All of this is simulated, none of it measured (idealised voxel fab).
This is a process module. Its name is voxel ribs on slabs.
cross-section cut | 215 nm wide | cells 5 nm
Cross-section spec: square-cell grid; bands listed top down; each band is one or more rows.
Heads up on the band format: heights come first, top then bottom, in nm. After that it's the materials left to right, each with its width in nm. A single material flagged "full width" fills the whole band edge to edge, and "empty" means there's empty space there.
Measure heights from 0. That's the level where, below it, the as-received wafer is all one material. The lowest band is bottomless and extends downward; write it as in "top 0, no bottom".
You'd read "30..40" like this: the band's top row of cells is as wide as the first number, its bottom row is as wide as the second, and going down, every row changes width by the same amount as the row before did.
"no alteration" after a step means that no cell of the cross-section changed.
Closed-off voids of 8+ cells (no open route to the top) go in "Completely sealed voids", written width x height at distance from the left edge, in nm.
On each step's line, the part that comes after the settings is the simulator's own comment on the step.
overlay nm: step with mask; distance mask lay right of planned place; negative value = left of planned place.
Everything after this point is organized in pairs: a cross-section before one process step, a cross-section after it that shows only as deep as the lowest changed band, and, under the pair, the intervening step with its settings. Because different runs of this module on the same starting wafer can supply different pairs, a pair continues from the pair above it only if its entry headed "Ex-ante state" says so.

Ex-ante state
	top 0, no bottom = Si full width
	Completely sealed voids: none

Post-Step Snapshot
	top 30, bottom 0 = SiO2 full width
	Below 0, the layers are the same as they were.
	Completely sealed voids: none
Before/after cross-sections above; step in between: DIRECTIONAL_DEP (material SiO2; thk nm 30)

Ex-ante state: The prior state of this step coincides with the post-step cross-section of the pair just above.

Post-Step Snapshot
	top 45, bottom 30 = polySi full width
	Below 30, the layers are the same as they were.
	Completely sealed voids: none
Before/after cross-sections above; step in between: DIRECTIONAL_DEP (material polySi; thk nm 15)

Ex-ante state: The prior state of this step coincides with the post-step cross-section of the pair just above.

Post-Step Snapshot
	top 60, bottom 45 = empty=95, resist=20, empty=100
	Below 45, the layers are the same as they were.
	Completely sealed voids: none
Before/after cross-sections above; step in between: PATTERN (tone cover; mask id RIB; material resist; width nm 20; thk nm 15; overlay nm 0)

Ex-ante state: The prior state of this step coincides with the post-step cross-section of the pair just above.

Post-Step Snapshot
	top 60, bottom 45 = empty=95, resist=20, empty=100
	top 45, bottom 35 = empty=95, polySi=20, empty=100
	Below 35, the layers are the same as they were.
	Completely sealed voids: none
Before/after cross-sections above; step in between: DIRECTIONAL_ETCH (etch materials polySi; depth nm 10)

Ex-ante state: The prior state of this step coincides with the post-step cross-section of the pair just above.

Post-Step Snapshot
	top 45, bottom 35 = empty=95, polySi=20, empty=100
	Below 35, the layers are the same as they were.
	Completely sealed voids: none
Before/after cross-sections above; step in between: STRIP (etch materials resist)

Ex-ante state: The prior state of this step coincides with the post-step cross-section of the pair just above.

Post-Step Snapshot
	top 55, bottom 45 = empty=95, aC=20, empty=100
	top 45, bottom 35 = aC=95, polySi=20, aC=100
	Below 35, the layers are the same as they were.
	Completely sealed voids: none
Before/after cross-sections above; step in between: DIRECTIONAL_DEP (material aC; thk nm 10)

Ex-ante state: The prior state of this step coincides with the post-step cross-section of the pair just above.

Post-Step Snapshot
	top 85, bottom 55 = empty=70, resist=70, empty=75
	top 55, bottom 45 = empty=70, resist=25, aC=20, resist=25, empty=75
	Below 45, the layers are the same as they were.
	Completely sealed voids: none
Before/after cross-sections above; step in between: PATTERN (tone cover; mask id SLAB; material resist; width nm 70; thk nm 30; overlay nm 0)

Ex-ante state: The prior state of this step coincides with the post-step cross-section of the pair just above.

Post-Step Snapshot
	top 75, bottom 55 = empty=70, resist=70, empty=75
	top 55, bottom 45 = empty=70, resist=25, aC=20, resist=25, empty=75
	top 45, bottom 35 = empty=70, aC=25, polySi=20, aC=25, empty=75
	Below 35, the layers are the same as they were.
	Completely sealed voids: none
Before/after cross-sections above; step in between: DIRECTIONAL_ETCH (etch materials aC; depth nm 10)

Ex-ante state: The prior state of this step coincides with the post-step cross-section of the pair just above.

Post-Step Snapshot
	top 55, bottom 45 = empty=95, aC=20, empty=100
	Below 45, the layers are the same as they were.
	Completely sealed voids: none
Before/after cross-sections above; step in between: STRIP (etch materials resist)

Ex-ante state: The prior state of this step coincides with the post-step cross-section of the pair just above.

Post-Step Snapshot
	top 55, bottom 45 = empty=95, aC=20, empty=100
	top 45, bottom 35 = empty=70, aC=25, polySi=20, aC=25, empty=75
	top 35, bottom 30 = empty=70, polySi=70, empty=75
	Below 30, the layers are the same as they were.
	Completely sealed voids: none
Before/after cross-sections above; step in between: DIRECTIONAL_ETCH (etch materials polySi; depth nm 5)

Ex-ante state: The prior state of this step coincides with the post-step cross-section of the pair just above.

Post-Step Snapshot
	top 45, bottom 35 = empty=95, polySi=20, empty=100
	Below 35, the layers are the same as they were.
	Completely sealed voids: none
Before/after cross-sections above; step in between: STRIP (etch materials aC)

Ex-ante state: The prior state of this step coincides with the post-step cross-section of the pair just above.

Post-Step Snapshot
	top 65, bottom 45 = SiO2 full width
	top 45, bottom 35 = SiO2=95, polySi=20, SiO2=100
	top 35, bottom 30 = SiO2=70, polySi=70, SiO2=75
	Below 30, the layers are the same as they were.
	Completely sealed voids: none
Before/after cross-sections above; step in between: FILL_DEP (material SiO2; thk nm 20)

Ex-ante state: The prior state of this step coincides with the post-step cross-section of the pair just above.

Post-Step Snapshot
	top 55, bottom 45 = SiO2 full width
	Below 45, the layers are the same as they were.
	Completely sealed voids: none
Before/after cross-sections above; step in between: CMP (height nm 55)

Ex-ante state: The prior state of this step coincides with the post-step cross-section of the pair just above.

Post-Step Snapshot
	top 60, bottom 55 = TiN full width
	Below 55, the layers are the same as they were.
	Completely sealed voids: none
Before/after cross-sections above; step in between: DIRECTIONAL_DEP (material TiN; thk nm 5)

Ex-ante state: The prior state of this step coincides with the post-step cross-section of the pair just above.

Post-Step Snapshot
	top 70, bottom 60 = aC full width
	Below 60, the layers are the same as they were.
	Completely sealed voids: none
Before/after cross-sections above; step in between: DIRECTIONAL_DEP (material aC; thk nm 10)

Ex-ante state: The prior state of this step coincides with the post-step cross-section of the pair just above.

Post-Step Snapshot
	top 100, bottom 70 = empty=90, resist=30, empty=95
	Below 70, the layers are the same as they were.
	Completely sealed voids: none
Before/after cross-sections above; step in between: PATTERN (tone cover; mask id HEATER; material resist; width nm 30; thk nm 30; overlay nm 0)

Ex-ante state: The prior state of this step coincides with the post-step cross-section of the pair just above.

Post-Step Snapshot
	top 90, bottom 70 = empty=90, resist=30, empty=95
	top 70, bottom 60 = empty=90, aC=30, empty=95
	Below 60, the layers are the same as they were.
	Completely sealed voids: none
Before/after cross-sections above; step in between: DIRECTIONAL_ETCH (etch materials aC; depth nm 10)

Ex-ante state: The prior state of this step coincides with the post-step cross-section of the pair just above.

Post-Step Snapshot
	top 70, bottom 60 = empty=90, aC=30, empty=95
	Below 60, the layers are the same as they were.
	Completely sealed voids: none
Before/after cross-sections above; step in between: STRIP (etch materials resist)

Ex-ante state: The prior state of this step coincides with the post-step cross-section of the pair just above.

Post-Step Snapshot
	top 70, bottom 60 = empty=90, aC=30, empty=95
	top 60, bottom 55 = empty=90, TiN=30, empty=95
	Below 55, the layers are the same as they were.
	Completely sealed voids: none
Before/after cross-sections above; step in between: DIRECTIONAL_ETCH (etch materials TiN; depth nm 5)

Ex-ante state: The prior state of this step coincides with the post-step cross-section of the pair just above.

Post-Step Snapshot
	top 60, bottom 55 = empty=90, TiN=30, empty=95
	Below 55, the layers are the same as they were.
	Completely sealed voids: none
Before/after cross-sections above; step in between: STRIP (etch materials aC)

Ex-ante state: The prior state of this step coincides with the post-step cross-section of the pair just above.

Post-Step Snapshot
	top 65, bottom 60 = empty=85, SiO2=40, empty=90
	top 60, bottom 55 = SiO2=90, TiN=30, SiO2=95
	Below 55, the layers are the same as they were.
	Completely sealed voids: none
Before/after cross-sections above; step in between: CONFORMAL_DEP (material SiO2; thk nm 5)

Ex-ante state
	top 45, bottom 30 = polySi full width
	top 30, bottom 0 = SiO2 full width
	top 0, no bottom = Si full width
	Completely sealed voids: none

Post-Step Snapshot
	top 60, bottom 30 = polySi full width
	Below 30, the layers are the same as they were.
	Completely sealed voids: none
Before/after cross-sections above; step in between: DIRECTIONAL_DEP (material polySi; thk nm 15)

Ex-ante state: The prior state of this step coincides with the post-step cross-section of the pair just above.

Post-Step Snapshot
	top 75, bottom 60 = empty=95, resist=20, empty=100
	Below 60, the layers are the same as they were.
	Completely sealed voids: none
Before/after cross-sections above; step in between: PATTERN (tone cover; mask id RIB; material resist; width nm 20; thk nm 15; overlay nm 0)

Ex-ante state: The prior state of this step coincides with the post-step cross-section of the pair just above.

Post-Step Snapshot
	top 75, bottom 60 = empty=95, resist=20, empty=100
	top 60, bottom 50 = empty=95, polySi=20, empty=100
	Below 50, the layers are the same as they were.
	Completely sealed voids: none
Before/after cross-sections above; step in between: DIRECTIONAL_ETCH (etch materials polySi; depth nm 10)

Ex-ante state: The prior state of this step coincides with the post-step cross-section of the pair just above.

Post-Step Snapshot
	top 60, bottom 50 = empty=95, polySi=20, empty=100
	Below 50, the layers are the same as they were.
	Completely sealed voids: none
Before/after cross-sections above; step in between: STRIP (etch materials resist)

Ex-ante state: The prior state of this step coincides with the post-step cross-section of the pair just above.

Post-Step Snapshot
	top 70, bottom 60 = empty=95, aC=20, empty=100
	top 60, bottom 50 = aC=95, polySi=20, aC=100
	Below 50, the layers are the same as they were.
	Completely sealed voids: none
Before/after cross-sections above; step in between: DIRECTIONAL_DEP (material aC; thk nm 10)

Ex-ante state: The prior state of this step coincides with the post-step cross-section of the pair just above.

Post-Step Snapshot
	top 100, bottom 70 = empty=70, resist=70, empty=75
	top 70, bottom 60 = empty=70, resist=25, aC=20, resist=25, empty=75
	Below 60, the layers are the same as they were.
	Completely sealed voids: none
Before/after cross-sections above; step in between: PATTERN (tone cover; mask id SLAB; material resist; width nm 70; thk nm 30; overlay nm 0)

Ex-ante state: The prior state of this step coincides with the post-step cross-section of the pair just above.

Post-Step Snapshot
	top 90, bottom 70 = empty=70, resist=70, empty=75
	top 70, bottom 60 = empty=70, resist=25, aC=20, resist=25, empty=75
	top 60, bottom 50 = empty=70, aC=25, polySi=20, aC=25, empty=75
	Below 50, the layers are the same as they were.
	Completely sealed voids: none
Before/after cross-sections above; step in between: DIRECTIONAL_ETCH (etch materials aC; depth nm 10)

Ex-ante state: The prior state of this step coincides with the post-step cross-section of the pair just above.

Post-Step Snapshot
	top 70, bottom 60 = empty=95, aC=20, empty=100
	Below 60, the layers are the same as they were.
	Completely sealed voids: none
Before/after cross-sections above; step in between: STRIP (etch materials resist)

Ex-ante state: The prior state of this step coincides with the post-step cross-section of the pair just above.

Post-Step Snapshot
	top 70, bottom 60 = empty=95, aC=20, empty=100
	top 60, bottom 50 = empty=70, aC=25, polySi=20, aC=25, empty=75
	top 50, bottom 45 = empty=70, polySi=70, empty=75
	Below 45, the layers are the same as they were.
	Completely sealed voids: none
Before/after cross-sections above; step in between: DIRECTIONAL_ETCH (etch materials polySi; depth nm 5)

Ex-ante state: The prior state of this step coincides with the post-step cross-section of the pair just above.

Post-Step Snapshot
	top 60, bottom 50 = empty=95, polySi=20, empty=100
	Below 50, the layers are the same as they were.
	Completely sealed voids: none
Before/after cross-sections above; step in between: STRIP (etch materials aC)

Ex-ante state: The prior state of this step coincides with the post-step cross-section of the pair just above.

Post-Step Snapshot
	top 80, bottom 60 = SiO2 full width
	top 60, bottom 50 = SiO2=95, polySi=20, SiO2=100
	top 50, bottom 45 = SiO2=70, polySi=70, SiO2=75
	Below 45, the layers are the same as they were.
	Completely sealed voids: none
Before/after cross-sections above; step in between: FILL_DEP (material SiO2; thk nm 20)

Ex-ante state: The prior state of this step coincides with the post-step cross-section of the pair just above.

Post-Step Snapshot
	top 55, bottom 45 = SiO2=95..70, polySi=20..70, SiO2=100..75
	Below 45, the layers are the same as they were.
	Completely sealed voids: none
Before/after cross-sections above; step in between: CMP (height nm 55)

Ex-ante state: The prior state of this step coincides with the post-step cross-section of the pair just above.

Post-Step Snapshot
	top 60, bottom 55 = TiN full width
	Below 55, the layers are the same as they were.
	Completely sealed voids: none
Before/after cross-sections above; step in between: DIRECTIONAL_DEP (material TiN; thk nm 5)

Ex-ante state: The prior state of this step coincides with the post-step cross-section of the pair just above.

Post-Step Snapshot
	top 70, bottom 60 = aC full width
	Below 60, the layers are the same as they were.
	Completely sealed voids: none
Before/after cross-sections above; step in between: DIRECTIONAL_DEP (material aC; thk nm 10)

Ex-ante state: The prior state of this step coincides with the post-step cross-section of the pair just above.

Post-Step Snapshot
	top 100, bottom 70 = empty=90, resist=30, empty=95
	Below 70, the layers are the same as they were.
	Completely sealed voids: none
Before/after cross-sections above; step in between: PATTERN (tone cover; mask id HEATER; material resist; width nm 30; thk nm 30; overlay nm 0)

Ex-ante state: The prior state of this step coincides with the post-step cross-section of the pair just above.

Post-Step Snapshot
	top 90, bottom 70 = empty=90, resist=30, empty=95
	top 70, bottom 60 = empty=90, aC=30, empty=95
	Below 60, the layers are the same as they were.
	Completely sealed voids: none
Before/after cross-sections above; step in between: DIRECTIONAL_ETCH (etch materials aC; depth nm 10)

Ex-ante state: The prior state of this step coincides with the post-step cross-section of the pair just above.

Post-Step Snapshot
	top 70, bottom 60 = empty=90, aC=30, empty=95
	Below 60, the layers are the same as they were.
	Completely sealed voids: none
Before/after cross-sections above; step in between: STRIP (etch materials resist)

Ex-ante state: The prior state of this step coincides with the post-step cross-section of the pair just above.

Post-Step Snapshot
	top 70, bottom 60 = empty=90, aC=30, empty=95
	top 60, bottom 55 = empty=90, TiN=30, empty=95
	Below 55, the layers are the same as they were.
	Completely sealed voids: none
Before/after cross-sections above; step in between: DIRECTIONAL_ETCH (etch materials TiN; depth nm 5)

Ex-ante state: The prior state of this step coincides with the post-step cross-section of the pair just above.

Post-Step Snapshot
	top 60, bottom 55 = empty=90, TiN=30, empty=95
	Below 55, the layers are the same as they were.
	Completely sealed voids: none
Before/after cross-sections above; step in between: STRIP (etch materials aC)

Ex-ante state: The prior state of this step coincides with the post-step cross-section of the pair just above.

Post-Step Snapshot
	top 65, bottom 60 = empty=85, SiO2=40, empty=90
	top 60, bottom 55 = SiO2=90, TiN=30, SiO2=95
	Below 55, the layers are the same as they were.
	Completely sealed voids: none
Before/after cross-sections above; step in between: CONFORMAL_DEP (material SiO2; thk nm 5)

Ex-ante state
	top 30, bottom 0 = SiO2 full width
	top 0, no bottom = Si full width
	Completely sealed voids: none

Post-Step Snapshot
	top 45, bottom 30 = empty=95, resist=20, empty=100
	Below 30, the layers are the same as they were.
	Completely sealed voids: none
Before/after cross-sections above; step in between: PATTERN (tone cover; mask id RIB; material resist; width nm 20; thk nm 15; overlay nm 0)

Ex-ante state: The prior state of this step coincides with the post-step cross-section of the pair just above.

Post-Step Snapshot
	top 60, bottom 45 = empty=95, polySi=20, empty=100
	top 45, bottom 30 = polySi=95, resist=20, polySi=100
	Below 30, the layers are the same as they were.
	Completely sealed voids: none
Before/after cross-sections above; step in between: DIRECTIONAL_DEP (material polySi; thk nm 15)

Ex-ante state: The prior state of this step coincides with the post-step cross-section of the pair just above.

Post-Step Snapshot
	top 50, bottom 45 = empty=95, polySi=20, empty=100
	top 45, bottom 35 = empty=95, resist=20, empty=100
	Below 35, the layers are the same as they were.
	Completely sealed voids: none
Before/after cross-sections above; step in between: DIRECTIONAL_ETCH (etch materials polySi; depth nm 10)

Ex-ante state: The prior state of this step coincides with the post-step cross-section of the pair just above.

Post-Step Snapshot
	top 35, bottom 30 = polySi=95, empty=20, polySi=100
	Below 30, the layers are the same as they were.
	Completely sealed voids: none
Before/after cross-sections above; step in between: STRIP (etch materials resist)

Ex-ante state: The prior state of this step coincides with the post-step cross-section of the pair just above.

Post-Step Snapshot
	top 45, bottom 40 = aC=95, empty=20, aC=100
	top 40, bottom 35 = aC full width
	top 35, bottom 30 = polySi=95, aC=20, polySi=100
	Below 30, the layers are the same as they were.
	Completely sealed voids: none
Before/after cross-sections above; step in between: DIRECTIONAL_DEP (material aC; thk nm 10)

Ex-ante state: The prior state of this step coincides with the post-step cross-section of the pair just above.

Post-Step Snapshot
	top 75, bottom 45 = empty=70, resist=70, empty=75
	top 45, bottom 40 = aC=95, resist=20, aC=100
	Below 40, the layers are the same as they were.
	Completely sealed voids: none
Before/after cross-sections above; step in between: PATTERN (tone cover; mask id SLAB; material resist; width nm 70; thk nm 30; overlay nm 0)

Ex-ante state: The prior state of this step coincides with the post-step cross-section of the pair just above.

Post-Step Snapshot
	top 65, bottom 45 = empty=70, resist=70, empty=75
	top 45, bottom 40 = empty=70, aC=25, resist=20, aC=25, empty=75
	top 40, bottom 35 = empty=70, aC=70, empty=75
	Below 35, the layers are the same as they were.
	Completely sealed voids: none
Before/after cross-sections above; step in between: DIRECTIONAL_ETCH (etch materials aC; depth nm 10)

Ex-ante state: The prior state of this step coincides with the post-step cross-section of the pair just above.

Post-Step Snapshot
	top 45, bottom 40 = empty=70, aC=25, empty=20, aC=25, empty=75
	Below 40, the layers are the same as they were.
	Completely sealed voids: none
Before/after cross-sections above; step in between: STRIP (etch materials resist)

Ex-ante state: The prior state of this step coincides with the post-step cross-section of the pair just above.

Post-Step Snapshot
	top 45, bottom 40 = empty=70, aC=25, empty=20, aC=25, empty=75
	top 40, bottom 35 = empty=70, aC=70, empty=75
	top 35, bottom 30 = empty=70, polySi=25, aC=20, polySi=25, empty=75
	Below 30, the layers are the same as they were.
	Completely sealed voids: none
Before/after cross-sections above; step in between: DIRECTIONAL_ETCH (etch materials polySi; depth nm 5)

Ex-ante state: The prior state of this step coincides with the post-step cross-section of the pair just above.

Post-Step Snapshot
	top 35, bottom 30 = empty=70, polySi=25, empty=20, polySi=25, empty=75
	Below 30, the layers are the same as they were.
	Completely sealed voids: none
Before/after cross-sections above; step in between: STRIP (etch materials aC)

Ex-ante state: The prior state of this step coincides with the post-step cross-section of the pair just above.

Post-Step Snapshot
	top 55, bottom 35 = SiO2 full width
	top 35, bottom 30 = SiO2=70, polySi=25, SiO2=20, polySi=25, SiO2=75
	Below 30, the layers are the same as they were.
	Completely sealed voids: none
Before/after cross-sections above; step in between: FILL_DEP (material SiO2; thk nm 20)

Ex-ante state: The prior state of this step coincides with the post-step cross-section of the pair just above.

Post-Step Snapshot
	top 60, bottom 55 = TiN full width
	Below 55, the layers are the same as they were.
	Completely sealed voids: none
Before/after cross-sections above; step in between: DIRECTIONAL_DEP (material TiN; thk nm 5)

Ex-ante state: The prior state of this step coincides with the post-step cross-section of the pair just above.

Post-Step Snapshot
	top 70, bottom 60 = aC full width
	Below 60, the layers are the same as they were.
	Completely sealed voids: none
Before/after cross-sections above; step in between: DIRECTIONAL_DEP (material aC; thk nm 10)

Ex-ante state: The prior state of this step coincides with the post-step cross-section of the pair just above.

Post-Step Snapshot
	top 100, bottom 70 = empty=90, resist=30, empty=95
	Below 70, the layers are the same as they were.
	Completely sealed voids: none
Before/after cross-sections above; step in between: PATTERN (tone cover; mask id HEATER; material resist; width nm 30; thk nm 30; overlay nm 0)

Ex-ante state: The prior state of this step coincides with the post-step cross-section of the pair just above.

Post-Step Snapshot
	top 90, bottom 70 = empty=90, resist=30, empty=95
	top 70, bottom 60 = empty=90, aC=30, empty=95
	Below 60, the layers are the same as they were.
	Completely sealed voids: none
Before/after cross-sections above; step in between: DIRECTIONAL_ETCH (etch materials aC; depth nm 10)

Ex-ante state: The prior state of this step coincides with the post-step cross-section of the pair just above.

Post-Step Snapshot
	top 70, bottom 60 = empty=90, aC=30, empty=95
	Below 60, the layers are the same as they were.
	Completely sealed voids: none
Before/after cross-sections above; step in between: STRIP (etch materials resist)

Ex-ante state: The prior state of this step coincides with the post-step cross-section of the pair just above.

Post-Step Snapshot
	top 70, bottom 60 = empty=90, aC=30, empty=95
	top 60, bottom 55 = empty=90, TiN=30, empty=95
	Below 55, the layers are the same as they were.
	Completely sealed voids: none
Before/after cross-sections above; step in between: DIRECTIONAL_ETCH (etch materials TiN; depth nm 5)

Ex-ante state: The prior state of this step coincides with the post-step cross-section of the pair just above.

Post-Step Snapshot
	top 60, bottom 55 = empty=90, TiN=30, empty=95
	Below 55, the layers are the same as they were.
	Completely sealed voids: none
Before/after cross-sections above; step in between: STRIP (etch materials aC)

Ex-ante state: The prior state of this step coincides with the post-step cross-section of the pair just above.

Post-Step Snapshot
	top 65, bottom 60 = empty=85, SiO2=40, empty=90
	top 60, bottom 55 = SiO2=90, TiN=30, SiO2=95
	Below 55, the layers are the same as they were.
	Completely sealed voids: none
Before/after cross-sections above; step in between: CONFORMAL_DEP (material SiO2; thk nm 5)

Ex-ante state
	top 65, bottom 45 = SiO2 full width
	top 45, bottom 35 = SiO2=95, polySi=20, SiO2=100
	top 35, bottom 30 = SiO2=70, polySi=70, SiO2=75
	top 30, bottom 0 = SiO2 full width
	top 0, no bottom = Si full width
	Completely sealed voids: none

Post-Step Snapshot
	top 50, bottom 45 = SiO2 full width
	Below 45, the layers are the same as they were.
	Completely sealed voids: none
Before/after cross-sections above; step in between: CMP (height nm 50)

Ex-ante state: The prior state of this step coincides with the post-step cross-section of the pair just above.

Post-Step Snapshot
	top 55, bottom 50 = TiN full width
	Below 50, the layers are the same as they were.
	Completely sealed voids: none
Before/after cross-sections above; step in between: DIRECTIONAL_DEP (material TiN; thk nm 5)

Ex-ante state: The prior state of this step coincides with the post-step cross-section of the pair just above.

Post-Step Snapshot
	top 65, bottom 55 = aC full width
	Below 55, the layers are the same as they were.
	Completely sealed voids: none
Before/after cross-sections above; step in between: DIRECTIONAL_DEP (material aC; thk nm 10)

Ex-ante state: The prior state of this step coincides with the post-step cross-section of the pair just above.

Post-Step Snapshot
	top 95, bottom 65 = empty=90, resist=30, empty=95
	Below 65, the layers are the same as they were.
	Completely sealed voids: none
Before/after cross-sections above; step in between: PATTERN (tone cover; mask id HEATER; material resist; width nm 30; thk nm 30; overlay nm 0)

Ex-ante state: The prior state of this step coincides with the post-step cross-section of the pair just above.

Post-Step Snapshot
	top 85, bottom 65 = empty=90, resist=30, empty=95
	top 65, bottom 55 = empty=90, aC=30, empty=95
	Below 55, the layers are the same as they were.
	Completely sealed voids: none
Before/after cross-sections above; step in between: DIRECTIONAL_ETCH (etch materials aC; depth nm 10)

Ex-ante state: The prior state of this step coincides with the post-step cross-section of the pair just above.

Post-Step Snapshot
	top 65, bottom 55 = empty=90, aC=30, empty=95
	Below 55, the layers are the same as they were.
	Completely sealed voids: none
Before/after cross-sections above; step in between: STRIP (etch materials resist)

Ex-ante state: The prior state of this step coincides with the post-step cross-section of the pair just above.

Post-Step Snapshot
	top 65, bottom 55 = empty=90, aC=30, empty=95
	top 55, bottom 50 = empty=90, TiN=30, empty=95
	Below 50, the layers are the same as they were.
	Completely sealed voids: none
Before/after cross-sections above; step in between: DIRECTIONAL_ETCH (etch materials TiN; depth nm 5)

Ex-ante state: The prior state of this step coincides with the post-step cross-section of the pair just above.

Post-Step Snapshot
	top 55, bottom 50 = empty=90, TiN=30, empty=95
	Below 50, the layers are the same as they were.
	Completely sealed voids: none
Before/after cross-sections above; step in between: STRIP (etch materials aC)

Ex-ante state: The prior state of this step coincides with the post-step cross-section of the pair just above.

Post-Step Snapshot
	top 60, bottom 55 = empty=85, SiO2=40, empty=90
	top 55, bottom 50 = SiO2=90, TiN=30, SiO2=95
	Below 50, the layers are the same as they were.
	Completely sealed voids: none
Before/after cross-sections above; step in between: CONFORMAL_DEP (material SiO2; thk nm 5)

Ex-ante state
	top 55, bottom 45 = empty=95, aC=20, empty=100
	top 45, bottom 35 = aC=95, polySi=20, aC=100
	top 35, bottom 30 = polySi full width
	top 30, bottom 0 = SiO2 full width
	top 0, no bottom = Si full width
	Completely sealed voids: none

Post-Step Snapshot
	top 85, bottom 55 = empty=70, resist=75, empty=70
	top 55, bottom 45 = empty=70, resist=25, aC=20, resist=30, empty=70
	Below 45, the layers are the same as they were.
	Completely sealed voids: none
Before/after cross-sections above; step in between: PATTERN (tone cover; mask id SLAB; material resist; width nm 75; thk nm 30; overlay nm 0)

Ex-ante state: The prior state of this step coincides with the post-step cross-section of the pair just above.

Post-Step Snapshot
	top 75, bottom 55 = empty=70, resist=75, empty=70
	top 55, bottom 45 = empty=70, resist=25, aC=20, resist=30, empty=70
	top 45, bottom 35 = empty=70, aC=25, polySi=20, aC=30, empty=70
	Below 35, the layers are the same as they were.
	Completely sealed voids: none
Before/after cross-sections above; step in between: DIRECTIONAL_ETCH (etch materials aC; depth nm 10)

Ex-ante state: The prior state of this step coincides with the post-step cross-section of the pair just above.

Post-Step Snapshot
	top 55, bottom 45 = empty=95, aC=20, empty=100
	Below 45, the layers are the same as they were.
	Completely sealed voids: none
Before/after cross-sections above; step in between: STRIP (etch materials resist)

Ex-ante state: The prior state of this step coincides with the post-step cross-section of the pair just above.

Post-Step Snapshot
	top 55, bottom 45 = empty=95, aC=20, empty=100
	top 45, bottom 35 = empty=70, aC=25, polySi=20, aC=30, empty=70
	top 35, bottom 30 = empty=70, polySi=75, empty=70
	Below 30, the layers are the same as they were.
	Completely sealed voids: none
Before/after cross-sections above; step in between: DIRECTIONAL_ETCH (etch materials polySi; depth nm 5)

Ex-ante state: The prior state of this step coincides with the post-step cross-section of the pair just above.

Post-Step Snapshot
	top 45, bottom 35 = empty=95, polySi=20, empty=100
	Below 35, the layers are the same as they were.
	Completely sealed voids: none
Before/after cross-sections above; step in between: STRIP (etch materials aC)

Ex-ante state: The prior state of this step coincides with the post-step cross-section of the pair just above.

Post-Step Snapshot
	top 65, bottom 45 = SiO2 full width
	top 45, bottom 35 = SiO2=95, polySi=20, SiO2=100
	top 35, bottom 30 = SiO2=70, polySi=75, SiO2=70
	Below 30, the layers are the same as they were.
	Completely sealed voids: none
Before/after cross-sections above; step in between: FILL_DEP (material SiO2; thk nm 20)

Ex-ante state: The prior state of this step coincides with the post-step cross-section of the pair just above.

Post-Step Snapshot
	top 55, bottom 45 = SiO2 full width
	Below 45, the layers are the same as they were.
	Completely sealed voids: none
Before/after cross-sections above; step in between: CMP (height nm 55)

Ex-ante state: The prior state of this step coincides with the post-step cross-section of the pair just above.

Post-Step Snapshot
	top 60, bottom 55 = TiN full width
	Below 55, the layers are the same as they were.
	Completely sealed voids: none
Before/after cross-sections above; step in between: DIRECTIONAL_DEP (material TiN; thk nm 5)

Ex-ante state: The prior state of this step coincides with the post-step cross-section of the pair just above.

Post-Step Snapshot
	top 70, bottom 60 = aC full width
	Below 60, the layers are the same as they were.
	Completely sealed voids: none
Before/after cross-sections above; step in between: DIRECTIONAL_DEP (material aC; thk nm 10)

Ex-ante state: The prior state of this step coincides with the post-step cross-section of the pair just above.

Post-Step Snapshot
	top 100, bottom 70 = empty=90, resist=30, empty=95
	Below 70, the layers are the same as they were.
	Completely sealed voids: none
Before/after cross-sections above; step in between: PATTERN (tone cover; mask id HEATER; material resist; width nm 30; thk nm 30; overlay nm 0)

Ex-ante state: The prior state of this step coincides with the post-step cross-section of the pair just above.

Post-Step Snapshot
	top 90, bottom 70 = empty=90, resist=30, empty=95
	top 70, bottom 60 = empty=90, aC=30, empty=95
	Below 60, the layers are the same as they were.
	Completely sealed voids: none
Before/after cross-sections above; step in between: DIRECTIONAL_ETCH (etch materials aC; depth nm 10)

Ex-ante state: The prior state of this step coincides with the post-step cross-section of the pair just above.

Post-Step Snapshot
	top 70, bottom 60 = empty=90, aC=30, empty=95
	Below 60, the layers are the same as they were.
	Completely sealed voids: none
Before/after cross-sections above; step in between: STRIP (etch materials resist)

Ex-ante state: The prior state of this step coincides with the post-step cross-section of the pair just above.

Post-Step Snapshot
	top 70, bottom 60 = empty=90, aC=30, empty=95
	top 60, bottom 55 = empty=90, TiN=30, empty=95
	Below 55, the layers are the same as they were.
	Completely sealed voids: none
Before/after cross-sections above; step in between: DIRECTIONAL_ETCH (etch materials TiN; depth nm 5)

Ex-ante state: The prior state of this step coincides with the post-step cross-section of the pair just above.

Post-Step Snapshot
	top 60, bottom 55 = empty=90, TiN=30, empty=95
	Below 55, the layers are the same as they were.
	Completely sealed voids: none
Before/after cross-sections above; step in between: STRIP (etch materials aC)

Ex-ante state: The prior state of this step coincides with the post-step cross-section of the pair just above.

Post-Step Snapshot
	top 65, bottom 60 = empty=85, SiO2=40, empty=90
	top 60, bottom 55 = SiO2=90, TiN=30, SiO2=95
	Below 55, the layers are the same as they were.
	Completely sealed voids: none
Before/after cross-sections above; step in between: CONFORMAL_DEP (material SiO2; thk nm 5)

Ex-ante state
	top 55, bottom 45 = empty=95, aC=20, empty=100
	top 45, bottom 35 = aC=95, polySi=20, aC=100
	top 35, bottom 30 = polySi full width
	top 30, bottom 0 = SiO2 full width
	top 0, no bottom = Si full width
	Completely sealed voids: none

Post-Step Snapshot
	top 85, bottom 55 = empty=80, resist=70, empty=65
	top 55, bottom 45 = empty=80, resist=15, aC=20, resist=35, empty=65
	Below 45, the layers are the same as they were.
	Completely sealed voids: none
Before/after cross-sections above; step in between: PATTERN (tone cover; mask id SLAB; material resist; width nm 70; thk nm 30; overlay nm 10)

Ex-ante state: The prior state of this step coincides with the post-step cross-section of the pair just above.

Post-Step Snapshot
	top 75, bottom 55 = empty=80, resist=70, empty=65
	top 55, bottom 45 = empty=80, resist=15, aC=20, resist=35, empty=65
	top 45, bottom 35 = empty=80, aC=15, polySi=20, aC=35, empty=65
	Below 35, the layers are the same as they were.
	Completely sealed voids: none
Before/after cross-sections above; step in between: DIRECTIONAL_ETCH (etch materials aC; depth nm 10)

Ex-ante state: The prior state of this step coincides with the post-step cross-section of the pair just above.

Post-Step Snapshot
	top 55, bottom 45 = empty=95, aC=20, empty=100
	Below 45, the layers are the same as they were.
	Completely sealed voids: none
Before/after cross-sections above; step in between: STRIP (etch materials resist)

Ex-ante state: The prior state of this step coincides with the post-step cross-section of the pair just above.

Post-Step Snapshot
	top 55, bottom 45 = empty=95, aC=20, empty=100
	top 45, bottom 35 = empty=80, aC=15, polySi=20, aC=35, empty=65
	top 35, bottom 30 = empty=80, polySi=70, empty=65
	Below 30, the layers are the same as they were.
	Completely sealed voids: none
Before/after cross-sections above; step in between: DIRECTIONAL_ETCH (etch materials polySi; depth nm 5)
